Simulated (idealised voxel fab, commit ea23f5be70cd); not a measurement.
Proc. module: voxel double patterning
Section cut is 170 nm wide and gridded with 5 nm square cells.
Heads up, the way a cross-section reads in here is a grid of square cells, handed over as bands from the top down, with every band being one or more rows of cells. For a band, the entry starts with two heights in nm, that of the top and then that of the bottom, and carries on with the band's materials in order from left to right, each alongside its width in nm; the word "everywhere" beside a single material means it fills the band edge to edge, and "blank" means empty space. Height 0 is the level under which the wafer as received is all one material. The lowest band goes on downwards, as in "from 0 down". A width such as "30 to 40" changes by the same amount from each row of cells to the next, from the band's top row to its bottom row. "same as before", as given for a step, is the statement that not any cell of the cross-section underwent a change during that step. Reported under the label "Tabulated closed voids" are the empty spaces having no open way to the top and comprising 8 cells or more; the notation for each is width x height at distance, in which the distance is measured from the left edge and all three values are in nm. Where a step's line continues beyond its settings, the continuation is a remark by the simulator itself on that step. overlay nm: mask offset rightward from planned place, masked step; negative means leftward offset.
## Steps in the process plan
1 RECEIVE | material Si
2 CONFORMAL_DEP | material SiN | thk nm 5
3 DIRECTIONAL_DEP | material SiO2 | thk nm 10
4 DIRECTIONAL_DEP | material SiCN | thk nm 5
5 DIRECTIONAL_DEP | material aC | thk nm 10
6 PATTERN | tone open | mask id FIRST | material resist | width nm 15 | pitch nm 50 | thk nm 30 | overlay nm 0
7 DIRECTIONAL_ETCH | etch materials aC | depth nm 10
8 STRIP | etch materials resist
9 DIRECTIONAL_ETCH | etch materials SiCN | depth nm 5
10 STRIP | etch materials aC
11 PATTERN | tone open | mask id SECOND | material resist | width nm 15 | pitch nm 50 | thk nm 20 | overlay nm 0
12 DIRECTIONAL_ETCH | etch materials SiCN | depth nm 5
13 STRIP | etch materials resist
14 DIRECTIONAL_ETCH | etch materials SiO2 | depth nm 10
15 STRIP | etch materials SiCN
## Cross-section, incoming material, after step 1
- from 0 down | Si everywhere
- Tabulated closed voids: none
## End-of-module XS, first of two wafers, run as planned
- from 15 to 5 | SiO2 25 | blank 15 | SiO2 10 | blank 15 | SiO2 10 | blank 15 | SiO2 10 | blank 15 | SiO2 10 | blank 15 | SiO2 30
- from 5 to 0 | SiN everywhere
- from 0 down | Si everywhere
- Tabulated closed voids: none
## Second wafer through the module, sectioned at the end: same beginning and same plan as the first wafer, with one mistake in carrying it out
- from 10 to 0 | SiO2 25 | blank 15 | SiO2 10 | blank 15 | SiO2 10 | blank 15 | SiO2 10 | blank 15 | SiO2 10 | blank 15 | SiO2 30
- from 0 down | Si everywhere
- Tabulated closed voids: none
Misprocessing identified: the run left out plan step 2 entirely, so it was never executed
Count the cells at the end and the second wafer has more or fewer of some materials than the first: -34 SiN
